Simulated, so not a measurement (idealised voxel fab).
This section sets out a process module, namely voxel air gaps.
For reference, the cross-section in this document is cut, with width 270 nm and square cells of 5 nm.
If you're reading a cross-section in this doc, picture square cells in a grid; it comes to you as bands, top ones listed first down to the bottom, and a band can be one or more rows of cells. Band: top height; bottom height; in nm. Then, left to right: material with width in nm, for each material. "everywhere": a single material spanning edge to edge. "blank": empty space. Where do heights start? At 0: under that level the wafer as delivered is made of one material only. And the lowest band has no floor; it just carries on downward, as in "z 0 and below". Top row gets the first number, bottom row gets the second, and each row in between changes by the same step: that is how a band width like "30->40" works. Step marked "nothing altered"? Then no cell in the cross-section changed in it. Empty spaces without an open route to the top, at least 8 cells in extent, make up the entry "Closed cavity list"; each is given as width x height at distance, where the distance is measured from the left edge, and all are in nm. Whatever follows a step's settings on its line is a remark the simulator itself makes about that step. overlay nm: step with mask; distance mask lay right of planned place; negative value = left of planned place.
### The planned process steps are enumerated hereunder
1: RECEIVE (material Si)
2: CONFORMAL_DEP (material SiO2; thk nm 10)
3: CONFORMAL_DEP (material SiCN; thk nm 5)
4: DIRECTIONAL_DEP (material lowk; thk nm 40)
5: DIRECTIONAL_DEP (material aC; thk nm 15)
6: PATTERN (tone open; mask id LINES; material resist; width nm 15; pitch nm 40; thk nm 35; overlay nm 0)
7: DIRECTIONAL_ETCH (etch materials aC; depth nm 15)
8: STRIP (etch materials resist)
9: DIRECTIONAL_ETCH (etch materials lowk; depth nm 40)
10: STRIP (etch materials aC)
11: CONFORMAL_DEP (material TiN; thk nm 5)
12: FILL_DEP (material W; thk nm 10)
13: CMP (height nm 55)
14: EPI (material Ru; thk nm 10)
15: SELECTIVE_ETCH (etch materials lowk; depth nm 50)
16: CONFORMAL_DEP (material SiCN; thk nm 5)
### So, the first of our two wafers, run just as we planned it
### Shown in cross-section is the wafer as received, that is, as it stands after step 1
* z 0 and below = Si everywhere
* Closed cavity list: none
### Upon completion of step 2, the wafer appears in cross-section as shown
* z 10 to 0 = SiO2 everywhere
* Nothing below the height 0 has changed.
### Upon completion of step 3, the wafer appears in cross-section as shown
* z 15 to 10 = SiCN everywhere
* Nothing below the height 10 has changed.
### Upon completion of step 4, the wafer appears in cross-section as shown
* z 55 to 15 = lowk everywhere
* Nothing below the height 15 has changed.
### Upon completion of step 5, the wafer appears in cross-section as shown
* z 70 to 55 = aC everywhere
* Nothing below the height 55 has changed.
### Upon completion of step 6, the wafer appears in cross-section as shown
* z 105 to 70 = resist=85; blank=15; resist=25; blank=15; resist=25; blank=15; resist=90
* Nothing below the height 70 has changed.
### Upon completion of step 7, the wafer appears in cross-section as shown
* z 90 to 70 = resist=85; blank=15; resist=25; blank=15; resist=25; blank=15; resist=90
* z 70 to 55 = aC=85; blank=15; aC=25; blank=15; aC=25; blank=15; aC=90
* Nothing below the height 55 has changed.
### Upon completion of step 8, the wafer appears in cross-section as shown
* z 70 to 55 = aC=85; blank=15; aC=25; blank=15; aC=25; blank=15; aC=90
* Nothing below the height 55 has changed.
### Upon completion of step 9, the wafer appears in cross-section as shown
* z 70 to 55 = aC=85; blank=15; aC=25; blank=15; aC=25; blank=15; aC=90
* z 55 to 15 = lowk=85; blank=15; lowk=25; blank=15; lowk=25; blank=15; lowk=90
* Nothing below the height 15 has changed.
### Upon completion of step 10, the wafer appears in cross-section as shown
* z 55 to 15 = lowk=85; blank=15; lowk=25; blank=15; lowk=25; blank=15; lowk=90
* Nothing below the height 15 has changed.
### Upon completion of step 11, the wafer appears in cross-section as shown
* z 60 to 55 = TiN=90; blank=5; TiN=35; blank=5; TiN=35; blank=5; TiN=95
* z 55 to 20 = lowk=85; TiN=5; blank=5; TiN=5; lowk=25; TiN=5; blank=5; TiN=5; lowk=25; TiN=5; blank=5; TiN=5; lowk=90
* z 20 to 15 = lowk=85; TiN=15; lowk=25; TiN=15; lowk=25; TiN=15; lowk=90
* Nothing below the height 15 has changed.
### Upon completion of step 12, the wafer appears in cross-section as shown
* z 70 to 60 = W everywhere
* z 60 to 55 = TiN=90; W=5; TiN=35; W=5; TiN=35; W=5; TiN=95
* z 55 to 20 = lowk=85; TiN=5; W=5; TiN=5; lowk=25; TiN=5; W=5; TiN=5; lowk=25; TiN=5; W=5; TiN=5; lowk=90
* Nothing below the height 20 has changed.
### Upon completion of step 13, the wafer appears in cross-section as shown
* z 55 to 20 = lowk=85; TiN=5; W=5; TiN=5; lowk=25; TiN=5; W=5; TiN=5; lowk=25; TiN=5; W=5; TiN=5; lowk=90
* Nothing below the height 20 has changed.
### Upon completion of step 14, the wafer appears in cross-section as shown
* z 65 to 55 = blank=75; Ru=35; blank=5; Ru=35; blank=5; Ru=35; blank=80
* Nothing below the height 55 has changed.
### Upon completion of step 15, the wafer appears in cross-section as shown
* z 65 to 55 = blank=75; Ru=35; blank=5; Ru=35; blank=5; Ru=35; blank=80
* z 55 to 20 = blank=85; TiN=5; W=5; TiN=5; blank=25; TiN=5; W=5; TiN=5; blank=25; TiN=5; W=5; TiN=5; blank=90
* z 20 to 15 = blank=85; TiN=15; blank=25; TiN=15; blank=25; TiN=15; blank=90
* Nothing below the height 15 has changed.
### Upon completion of step 16, the wafer appears in cross-section as shown
* z 70 to 65 = blank=70; SiCN=125; blank=75
* z 65 to 55 = blank=70; SiCN=5; Ru=35; SiCN=5; Ru=35; SiCN=5; Ru=35; SiCN=5; blank=75
* z 55 to 50 = blank=70; SiCN=15; TiN=5; W=5; TiN=5; SiCN=25; TiN=5; W=5; TiN=5; SiCN=25; TiN=5; W=5; TiN=5; SiCN=15; blank=75
* z 50 to 20 = blank=80; SiCN=5; TiN=5; W=5; TiN=5; SiCN=5; blank=15; SiCN=5; TiN=5; W=5; TiN=5; SiCN=5; blank=15; SiCN=5; TiN=5; W=5; TiN=5; SiCN=5; blank=85
* z 20 to 15 = SiCN=85; TiN=15; SiCN=25; TiN=15; SiCN=25; TiN=15; SiCN=90
* Nothing below the height 15 has changed.
* Closed cavity list: 15 x 30 at 105; 15 x 30 at 145
### Second wafer: same start and same plan as the first, one execution error; identical to the first through step 5
### The second wafer cut through, at the time step 6 was supposed to be finished
* z 105 to 70 = resist=90; blank=15; resist=25; blank=15; resist=25; blank=15; resist=85
* Nothing below the height 70 has changed.
### The second wafer cut through, at the time step 7 was supposed to be finished
* z 90 to 70 = resist=90; blank=15; resist=25; blank=15; resist=25; blank=15; resist=85
* z 70 to 55 = aC=90; blank=15; aC=25; blank=15; aC=25; blank=15; aC=85
* Nothing below the height 55 has changed.
### The second wafer cut through, at the time step 8 was supposed to be finished
* z 70 to 55 = aC=90; blank=15; aC=25; blank=15; aC=25; blank=15; aC=85
* Nothing below the height 55 has changed.
### The second wafer cut through, at the time step 9 was supposed to be finished
* z 70 to 55 = aC=90; blank=15; aC=25; blank=15; aC=25; blank=15; aC=85
* z 55 to 15 = lowk=90; blank=15; lowk=25; blank=15; lowk=25; blank=15; lowk=85
* Nothing below the height 15 has changed.
### The second wafer cut through, at the time step 10 was supposed to be finished
* z 55 to 15 = lowk=90; blank=15; lowk=25; blank=15; lowk=25; blank=15; lowk=85
* Nothing below the height 15 has changed.
### The second wafer cut through, at the time step 11 was supposed to be finished
* z 60 to 55 = TiN=95; blank=5; TiN=35; blank=5; TiN=35; blank=5; TiN=90
* z 55 to 20 = lowk=90; TiN=5; blank=5; TiN=5; lowk=25; TiN=5; blank=5; TiN=5; lowk=25; TiN=5; blank=5; TiN=5; lowk=85
* z 20 to 15 = lowk=90; TiN=15; lowk=25; TiN=15; lowk=25; TiN=15; lowk=85
* Nothing below the height 15 has changed.
### The second wafer cut through, at the time step 12 was supposed to be finished
* z 70 to 60 = W everywhere
* z 60 to 55 = TiN=95; W=5; TiN=35; W=5; TiN=35; W=5; TiN=90
* z 55 to 20 = lowk=90; TiN=5; W=5; TiN=5; lowk=25; TiN=5; W=5; TiN=5; lowk=25; TiN=5; W=5; TiN=5; lowk=85
* Nothing below the height 20 has changed.
### The second wafer cut through, at the time step 13 was supposed to be finished
* z 55 to 20 = lowk=90; TiN=5; W=5; TiN=5; lowk=25; TiN=5; W=5; TiN=5; lowk=25; TiN=5; W=5; TiN=5; lowk=85
* Nothing below the height 20 has changed.
### The second wafer cut through, at the time step 14 was supposed to be finished
* z 65 to 55 = blank=80; Ru=35; blank=5; Ru=35; blank=5; Ru=35; blank=75
* Nothing below the height 55 has changed.
### The second wafer cut through, at the time step 15 was supposed to be finished
* z 65 to 55 = blank=80; Ru=35; blank=5; Ru=35; blank=5; Ru=35; blank=75
* z 55 to 20 = blank=90; TiN=5; W=5; TiN=5; blank=25; TiN=5; W=5; TiN=5; blank=25; TiN=5; W=5; TiN=5; blank=85
* z 20 to 15 = blank=90; TiN=15; blank=25; TiN=15; blank=25; TiN=15; blank=85
* Nothing below the height 15 has changed.
### The second wafer cut through, at the time step 16 was supposed to be finished
* z 70 to 65 = blank=75; SiCN=125; blank=70
* z 65 to 55 = blank=75; SiCN=5; Ru=35; SiCN=5; Ru=35; SiCN=5; Ru=35; SiCN=5; blank=70
* z 55 to 50 = blank=75; SiCN=15; TiN=5; W=5; TiN=5; SiCN=25; TiN=5; W=5; TiN=5; SiCN=25; TiN=5; W=5; TiN=5; SiCN=15; blank=70
* z 50 to 20 = blank=85; SiCN=5; TiN=5; W=5; TiN=5; SiCN=5; blank=15; SiCN=5; TiN=5; W=5; TiN=5; SiCN=5; blank=15; SiCN=5; TiN=5; W=5; TiN=5; SiCN=5; blank=80
* z 20 to 15 = SiCN=90; TiN=15; SiCN=25; TiN=15; SiCN=25; TiN=15; SiCN=85
* Nothing below the height 15 has changed.
* Closed cavity list: 15 x 30 at 110; 15 x 30 at 150
What was done differently from what was planned? step 6 ran as: PATTERN (tone open; mask id LINES; material resist; width nm 15; pitch nm 40; thk nm 35; overlay nm 5)
Final wafers compared: equal cell tally per material, rearranged layout.
